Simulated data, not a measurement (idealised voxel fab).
The process module that follows is named voxel lift off.
Section shown: cut. Width: 195 nm. Cell size: 5 nm, square.
How to read a cross-section here: the picture is a grid of square cells, written as bands going from the top down, and any band can span one or more rows of cells. Heights first: top, then bottom, in nm. Then materials, left to right, each with a width in nm. "edge to edge" on a single material: fills the band edge to edge. "empty": empty space. All heights in this document are referenced to 0, defined as the level beneath which the wafer, as received, consists entirely of one material. The lowest band is not bounded below; it extends indefinitely downward and is written in the form "0..down". Top row gets the first number, bottom row gets the second, and each row in between changes by the same step: that is how a band width like "30->40" works. The cross-section has no changed cell in any step marked "nothing altered". Entry "Sealed void list" = empty spaces >= 8 cells with no open way to the top; each as width x height at distance, distance from left edge, all nm. Where a step's line continues beyond its settings, the continuation is a remark by the simulator itself on that step. "overlay nm" on a masked step: distance the mask lay right of its planned place, negative for left.
So here's the lineup of process steps we planned
1: RECEIVE: material Si
2: CONFORMAL_DEP: material Al2O3, thk nm 5
3: PATTERN: tone open, mask id LINES, material resist, width nm 25, pitch nm 50, thk nm 30, overlay nm 0
4: DIRECTIONAL_DEP: material Ru, thk nm 15
5: STRIP: etch materials resist
6: CONFORMAL_DEP: material SiN, thk nm 5
Don't read the plan's thk nm for step 6 as applying to every wafer: that's the first wafer's value, and the wafers differ in it, though they all start identical.
The first of several wafers, as received after step 1, seen in section
0..down = Si edge to edge
Sealed void list: none
Shown in cross-section: the first of several wafers at the end of the module, after its last step, step 6
25..20 = 30 of empty | 35 of SiN | 15 of empty | 35 of SiN | 15 of empty | 35 of SiN | 30 of empty
20..10 = 30 of empty | 5 of SiN | 25 of Ru | 5 of SiN | 15 of empty | 5 of SiN | 25 of Ru | 5 of SiN | 15 of empty | 5 of SiN | 25 of Ru | 5 of SiN | 30 of empty
10..5 = 35 of SiN | 25 of Ru | 25 of SiN | 25 of Ru | 25 of SiN | 25 of Ru | 35 of SiN
5..0 = Al2O3 edge to edge
0..down = Si edge to edge
Sealed void list: none
Cross-sectional view, end of module, last wafer of several
45..30 = 10 of empty | 175 of SiN | 10 of empty
30..20 = SiN edge to edge
20..5 = 35 of SiN | 25 of Ru | 25 of SiN | 25 of Ru | 25 of SiN | 25 of Ru | 35 of SiN
5..0 = Al2O3 edge to edge
0..down = Si edge to edge
Sealed void list: none
The table below has one row for each wafer; a row shows, as of the end of the module, how many cells of each material the wafer has gained, marked (+), or lost, marked (-), since it was received, and then the wafer's closed voids
thk nm 5, +39 Al2O3, +45 Ru, +57 SiN, Sealed void list: none
thk nm 10, +39 Al2O3, +45 Ru, +114 SiN, Sealed void list: none
thk nm 15, +39 Al2O3, +45 Ru, +165 SiN, Sealed void list: none
thk nm 20, +39 Al2O3, +45 Ru, +210 SiN, Sealed void list: none
thk nm 25, +39 Al2O3, +45 Ru, +255 SiN, Sealed void list: none
